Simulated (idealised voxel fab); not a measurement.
process module | voxel air gaps
Section shown: cut. Width: 270 nm. Cell size: 5 nm, square.
When this document writes out a cross-section, it uses a grid of square cells and lists it as bands, beginning at the top and moving down, with a band standing for one or more rows of cells. Band entry format. Leading values: height of top, height of bottom, nm. Remainder: materials in left-to-right order, each with its width in nm. Special words: "edge to edge" on a single material, which then fills the band edge to edge; "blank", empty space. The reference from which all heights are counted is 0, the level beneath which the as-received wafer is entirely one material; the lowest band, having no lower bound, proceeds downward and is written after the example "0 nm and below". Think of "30->40" as a width that walks from the first number to the second as you go down the band, top row to bottom row, taking equal-sized steps from row to row. "nothing got changed" after a step means that no cell of the cross-section changed. The entry titled "Closed cavity list" provides the empty spaces that have no open way to the top, restricted to those of 8 cells or more. Each is presented as width x height at distance, the distance being measured from the left edge, with all three in nm. On each step's line, the part that comes after the settings is the simulator's own comment on the step. overlay nm: right-of-plan distance of the mask on a masked step; negative values mean left-of-plan.
-- Planned process steps
| 1 | RECEIVE | material Si |
| 2 | CONFORMAL_DEP | material SiO2 | thk nm 15 |
| 3 | CONFORMAL_DEP | material SiCN | thk nm 5 |
| 4 | DIRECTIONAL_DEP | material lowk | thk nm 30 |
| 5 | PATTERN | tone open | mask id LINES | material resist | width nm 25 | pitch nm 50 | thk nm 15 | overlay nm 0 |
| 6 | DIRECTIONAL_ETCH | etch materials lowk | depth nm 30 |
| 7 | STRIP | etch materials resist |
| 8 | CONFORMAL_DEP | material TiN | thk nm 5 |
| 9 | FILL_DEP | material W | thk nm 5 |
| 10 | CMP | height nm 50 |
| 11 | EPI | material Ru | thk nm 10 |
| 12 | SELECTIVE_ETCH | etch materials lowk | depth nm 40 |
| 13 | CONFORMAL_DEP | material SiCN | thk nm 5 |
-- Of two wafers, the first: run according to plan
-- Here's what the wafer looked like in cross-section when it arrived - that's after step 1
> 0 nm and below = Si edge to edge
> Closed cavity list: none
-- State of the wafer after step 2, shown in cross-section
> 15 nm to 0 nm = SiO2 edge to edge
> Rest of section, below 0: as before.
-- State of the wafer after step 3, shown in cross-section
> 20 nm to 15 nm = SiCN edge to edge
> Rest of section, below 15: as before.
-- State of the wafer after step 4, shown in cross-section
> 50 nm to 20 nm = lowk edge to edge
> Rest of section, below 20: as before.
-- State of the wafer after step 5, shown in cross-section
> 65 nm to 50 nm = resist (70) | blank (25) | resist (25) | blank (25) | resist (25) | blank (25) | resist (75)
> Rest of section, below 50: as before.
-- State of the wafer after step 6, shown in cross-section
> 65 nm to 50 nm = resist (70) | blank (25) | resist (25) | blank (25) | resist (25) | blank (25) | resist (75)
> 50 nm to 20 nm = lowk (70) | blank (25) | lowk (25) | blank (25) | lowk (25) | blank (25) | lowk (75)
> Rest of section, below 20: as before.
-- State of the wafer after step 7, shown in cross-section
> 50 nm to 20 nm = lowk (70) | blank (25) | lowk (25) | blank (25) | lowk (25) | blank (25) | lowk (75)
> Rest of section, below 20: as before.
-- State of the wafer after step 8, shown in cross-section
> 55 nm to 50 nm = TiN (75) | blank (15) | TiN (35) | blank (15) | TiN (35) | blank (15) | TiN (80)
> 50 nm to 25 nm = lowk (70) | TiN (5) | blank (15) | TiN (5) | lowk (25) | TiN (5) | blank (15) | TiN (5) | lowk (25) | TiN (5) | blank (15) | TiN (5) | lowk (75)
> 25 nm to 20 nm = lowk (70) | TiN (25) | lowk (25) | TiN (25) | lowk (25) | TiN (25) | lowk (75)
> Rest of section, below 20: as before.
-- State of the wafer after step 9, shown in cross-section
> 60 nm to 55 nm = W edge to edge
> 55 nm to 50 nm = TiN (75) | W (15) | TiN (35) | W (15) | TiN (35) | W (15) | TiN (80)
> 50 nm to 25 nm = lowk (70) | TiN (5) | W (15) | TiN (5) | lowk (25) | TiN (5) | W (15) | TiN (5) | lowk (25) | TiN (5) | W (15) | TiN (5) | lowk (75)
> Rest of section, below 25: as before.
-- State of the wafer after step 10, shown in cross-section
> 50 nm to 25 nm = lowk (70) | TiN (5) | W (15) | TiN (5) | lowk (25) | TiN (5) | W (15) | TiN (5) | lowk (25) | TiN (5) | W (15) | TiN (5) | lowk (75)
> Rest of section, below 25: as before.
-- State of the wafer after step 11, shown in cross-section
> 60 nm to 50 nm = blank (60) | Ru (45) | blank (5) | Ru (45) | blank (5) | Ru (45) | blank (65)
> Rest of section, below 50: as before.
-- State of the wafer after step 12, shown in cross-section
> 60 nm to 50 nm = blank (60) | Ru (45) | blank (5) | Ru (45) | blank (5) | Ru (45) | blank (65)
> 50 nm to 25 nm = blank (70) | TiN (5) | W (15) | TiN (5) | blank (25) | TiN (5) | W (15) | TiN (5) | blank (25) | TiN (5) | W (15) | TiN (5) | blank (75)
> 25 nm to 20 nm = blank (70) | TiN (25) | blank (25) | TiN (25) | blank (25) | TiN (25) | blank (75)
> Rest of section, below 20: as before.
-- State of the wafer after step 13, shown in cross-section
> 65 nm to 60 nm = blank (55) | SiCN (155) | blank (60)
> 60 nm to 50 nm = blank (55) | SiCN (5) | Ru (45) | SiCN (5) | Ru (45) | SiCN (5) | Ru (45) | SiCN (5) | blank (60)
> 50 nm to 45 nm = blank (55) | SiCN (15) | TiN (5) | W (15) | TiN (5) | SiCN (25) | TiN (5) | W (15) | TiN (5) | SiCN (25) | TiN (5) | W (15) | TiN (5) | SiCN (15) | blank (60)
> 45 nm to 25 nm = blank (65) | SiCN (5) | TiN (5) | W (15) | TiN (5) | SiCN (5) | blank (15) | SiCN (5) | TiN (5) | W (15) | TiN (5) | SiCN (5) | blank (15) | SiCN (5) | TiN (5) | W (15) | TiN (5) | SiCN (5) | blank (70)
> 25 nm to 20 nm = SiCN (70) | TiN (25) | SiCN (25) | TiN (25) | SiCN (25) | TiN (25) | SiCN (75)
> Rest of section, below 20: as before.
> Closed cavity list: 15 x 20 at 100; 15 x 20 at 150
-- The second wafer was prepared from the same starting point and under the same plan as the first; its processing contained one mistake, and it remains indistinguishable from the first wafer up to and including step 4
-- Second wafer at the planned finish of step 5, seen in cross-section
> 65 nm to 50 nm = resist (65) | blank (25) | resist (25) | blank (25) | resist (25) | blank (25) | resist (80)
> Rest of section, below 50: as before.
-- Second wafer at the planned finish of step 6, seen in cross-section
> 65 nm to 50 nm = resist (65) | blank (25) | resist (25) | blank (25) | resist (25) | blank (25) | resist (80)
> 50 nm to 20 nm = lowk (65) | blank (25) | lowk (25) | blank (25) | lowk (25) | blank (25) | lowk (80)
> Rest of section, below 20: as before.
-- Second wafer at the planned finish of step 7, seen in cross-section
> 50 nm to 20 nm = lowk (65) | blank (25) | lowk (25) | blank (25) | lowk (25) | blank (25) | lowk (80)
> Rest of section, below 20: as before.
-- Second wafer at the planned finish of step 8, seen in cross-section
> 55 nm to 50 nm = TiN (70) | blank (15) | TiN (35) | blank (15) | TiN (35) | blank (15) | TiN (85)
> 50 nm to 25 nm = lowk (65) | TiN (5) | blank (15) | TiN (5) | lowk (25) | TiN (5) | blank (15) | TiN (5) | lowk (25) | TiN (5) | blank (15) | TiN (5) | lowk (80)
> 25 nm to 20 nm = lowk (65) | TiN (25) | lowk (25) | TiN (25) | lowk (25) | TiN (25) | lowk (80)
> Rest of section, below 20: as before.
-- Second wafer at the planned finish of step 9, seen in cross-section
> 60 nm to 55 nm = W edge to edge
> 55 nm to 50 nm = TiN (70) | W (15) | TiN (35) | W (15) | TiN (35) | W (15) | TiN (85)
> 50 nm to 25 nm = lowk (65) | TiN (5) | W (15) | TiN (5) | lowk (25) | TiN (5) | W (15) | TiN (5) | lowk (25) | TiN (5) | W (15) | TiN (5) | lowk (80)
> Rest of section, below 25: as before.
-- Second wafer at the planned finish of step 10, seen in cross-section
> 50 nm to 25 nm = lowk (65) | TiN (5) | W (15) | TiN (5) | lowk (25) | TiN (5) | W (15) | TiN (5) | lowk (25) | TiN (5) | W (15) | TiN (5) | lowk (80)
> Rest of section, below 25: as before.
-- Second wafer at the planned finish of step 11, seen in cross-section
> 60 nm to 50 nm = blank (55) | Ru (45) | blank (5) | Ru (45) | blank (5) | Ru (45) | blank (70)
> Rest of section, below 50: as before.
-- Second wafer at the planned finish of step 12, seen in cross-section
> 60 nm to 50 nm = blank (55) | Ru (45) | blank (5) | Ru (45) | blank (5) | Ru (45) | blank (70)
> 50 nm to 25 nm = blank (65) | TiN (5) | W (15) | TiN (5) | blank (25) | TiN (5) | W (15) | TiN (5) | blank (25) | TiN (5) | W (15) | TiN (5) | blank (80)
> 25 nm to 20 nm = blank (65) | TiN (25) | blank (25) | TiN (25) | blank (25) | TiN (25) | blank (80)
> Rest of section, below 20: as before.
-- Second wafer at the planned finish of step 13, seen in cross-section
> 65 nm to 60 nm = blank (50) | SiCN (155) | blank (65)
> 60 nm to 50 nm = blank (50) | SiCN (5) | Ru (45) | SiCN (5) | Ru (45) | SiCN (5) | Ru (45) | SiCN (5) | blank (65)
> 50 nm to 45 nm = blank (50) | SiCN (15) | TiN (5) | W (15) | TiN (5) | SiCN (25) | TiN (5) | W (15) | TiN (5) | SiCN (25) | TiN (5) | W (15) | TiN (5) | SiCN (15) | blank (65)
> 45 nm to 25 nm = blank (60) | SiCN (5) | TiN (5) | W (15) | TiN (5) | SiCN (5) | blank (15) | SiCN (5) | TiN (5) | W (15) | TiN (5) | SiCN (5) | blank (15) | SiCN (5) | TiN (5) | W (15) | TiN (5) | SiCN (5) | blank (75)
> 25 nm to 20 nm = SiCN (65) | TiN (25) | SiCN (25) | TiN (25) | SiCN (25) | TiN (25) | SiCN (80)
> Rest of section, below 20: as before.
> Closed cavity list: 15 x 20 at 95; 15 x 20 at 145
What was done differently from what was planned? step 5 off recipe, ran as PATTERN | tone open | mask id LINES | material resist | width nm 25 | pitch nm 50 | thk nm 15 | overlay nm -5
If you tally the cells, the second wafer ends up with the same amount of every material as the first; it's all just sitting in different places.
